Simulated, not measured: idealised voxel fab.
process module | voxel gate over fins
cross-section cut | 235 nm wide | cells 5 nm
A cross-section is a grid of square cells, given in bands from the top down. A band is one or more rows of cells.
Each band's line starts with the height of the band's top and of its bottom, in nm. Then come its materials from left to right, each with its width in nm. One material with "throughout" fills the band from edge to edge. "air" is empty space.
Height 0 is the level under which the wafer as received is all one material. The lowest band goes on downwards, as in "0 down".
A width such as "30 to 40" changes by the same amount from each row of cells to the next, from the band's top row to its bottom row.
"no change" after a step means that no cell of the cross-section changed.
closed voids: empty space of 8 cells or more with no open way to the top, each as width x height at its distance from the left edge, in nm
after a step's settings: what the simulator itself notes on the step
overlay nm, on a step with a mask: how far to the right of its planned place the mask lay; to the left if negative
plan
1 op RECEIVE | material Si
2 op CONFORMAL_DEP | material SiN | thk nm 5
3 op PATTERN | tone cover | mask id FINS | material resist | width nm 15 | pitch nm 35 | thk nm 15 | overlay nm 0
4 op DIRECTIONAL_ETCH | etch materials SiN | depth nm 5
5 op DIRECTIONAL_ETCH | etch materials Si | depth nm 35
6 op STRIP | etch materials resist
7 op FILL_DEP | material SiO2 | thk nm 15
8 op CMP | height nm 5
9 op SELECTIVE_ETCH | etch materials SiO2 | depth nm 15
10 op STRIP | etch materials SiN
11 op CONFORMAL_DEP | material HfO2 | thk nm 5
12 op CONFORMAL_DEP | material TiN | thk nm 5
13 op CONFORMAL_DEP | material TiAl | thk nm 5
14 op CONFORMAL_DEP | material TiN | thk nm 5
15 op FILL_DEP | material W | thk nm 15
16 op CMP | height nm 30
17 op CONFORMAL_DEP | material SiCN | thk nm 5
first wafer, as planned
as received, after step 1
  0 down: Si throughout
  closed voids: none
after step 2
  5 to 0: SiN throughout
  below 0: unchanged
after step 3
  20 to 5: air 90 | resist 15 | air 20 | resist 15 | air 95
  below 5: unchanged
after step 4
  20 to 5: air 90 | resist 15 | air 20 | resist 15 | air 95
  5 to 0: air 90 | SiN 15 | air 20 | SiN 15 | air 95
  below 0: unchanged
after step 5
  20 to 5: air 90 | resist 15 | air 20 | resist 15 | air 95
  5 to 0: air 90 | SiN 15 | air 20 | SiN 15 | air 95
  0 to -35: air 90 | Si 15 | air 20 | Si 15 | air 95
  below -35: unchanged
after step 6
  5 to 0: air 90 | SiN 15 | air 20 | SiN 15 | air 95
  below 0: unchanged
after step 7
  20 to 5: SiO2 throughout
  5 to 0: SiO2 90 | SiN 15 | SiO2 20 | SiN 15 | SiO2 95
  0 to -35: SiO2 90 | Si 15 | SiO2 20 | Si 15 | SiO2 95
  below -35: unchanged
after step 8
  5 to 0: SiO2 90 | SiN 15 | SiO2 20 | SiN 15 | SiO2 95
  below 0: unchanged
after step 9
  5 to 0: air 90 | SiN 15 | air 20 | SiN 15 | air 95
  0 to -10: air 90 | Si 15 | air 20 | Si 15 | air 95
  below -10: unchanged
after step 10
  0 to -10: air 90 | Si 15 | air 20 | Si 15 | air 95
  below -10: unchanged
after step 11
  5 to 0: air 85 | HfO2 25 | air 10 | HfO2 25 | air 90
  0 to -5: air 85 | HfO2 5 | Si 15 | HfO2 5 | air 10 | HfO2 5 | Si 15 | HfO2 5 | air 90
  -5 to -10: HfO2 90 | Si 15 | HfO2 20 | Si 15 | HfO2 95
  below -10: unchanged
after step 12
  10 to 5: air 80 | TiN 70 | air 85
  5 to 0: air 80 | TiN 5 | HfO2 25 | TiN 10 | HfO2 25 | TiN 5 | air 85
  0 to -5: TiN 85 | HfO2 5 | Si 15 | HfO2 5 | TiN 10 | HfO2 5 | Si 15 | HfO2 5 | TiN 90
  below -5: unchanged
after step 13
  15 to 10: air 75 | TiAl 80 | air 80
  10 to 5: air 75 | TiAl 5 | TiN 70 | TiAl 5 | air 80
  5 to 0: TiAl 80 | TiN 5 | HfO2 25 | TiN 10 | HfO2 25 | TiN 5 | TiAl 85
  below 0: unchanged
after step 14
  20 to 15: air 70 | TiN 90 | air 75
  15 to 10: air 70 | TiN 5 | TiAl 80 | TiN 5 | air 75
  10 to 5: TiN 75 | TiAl 5 | TiN 70 | TiAl 5 | TiN 80
  below 5: unchanged
after step 15
  35 to 20: W throughout
  20 to 15: W 70 | TiN 90 | W 75
  15 to 10: W 70 | TiN 5 | TiAl 80 | TiN 5 | W 75
  below 10: unchanged
after step 16
  30 to 20: W throughout
  below 20: unchanged
after step 17
  35 to 30: SiCN throughout
  below 30: unchanged
second wafer: like start, like plan, one mistake. Through step 16 it matches the first wafer
when step 17 should have ended
  45 to 30: SiCN throughout
  below 30: unchanged
what went wrong: step 17 ran as: op CONFORMAL_DEP | material SiCN | thk nm 15
at the end the second wafer has, in cells: 94 more of SiCN
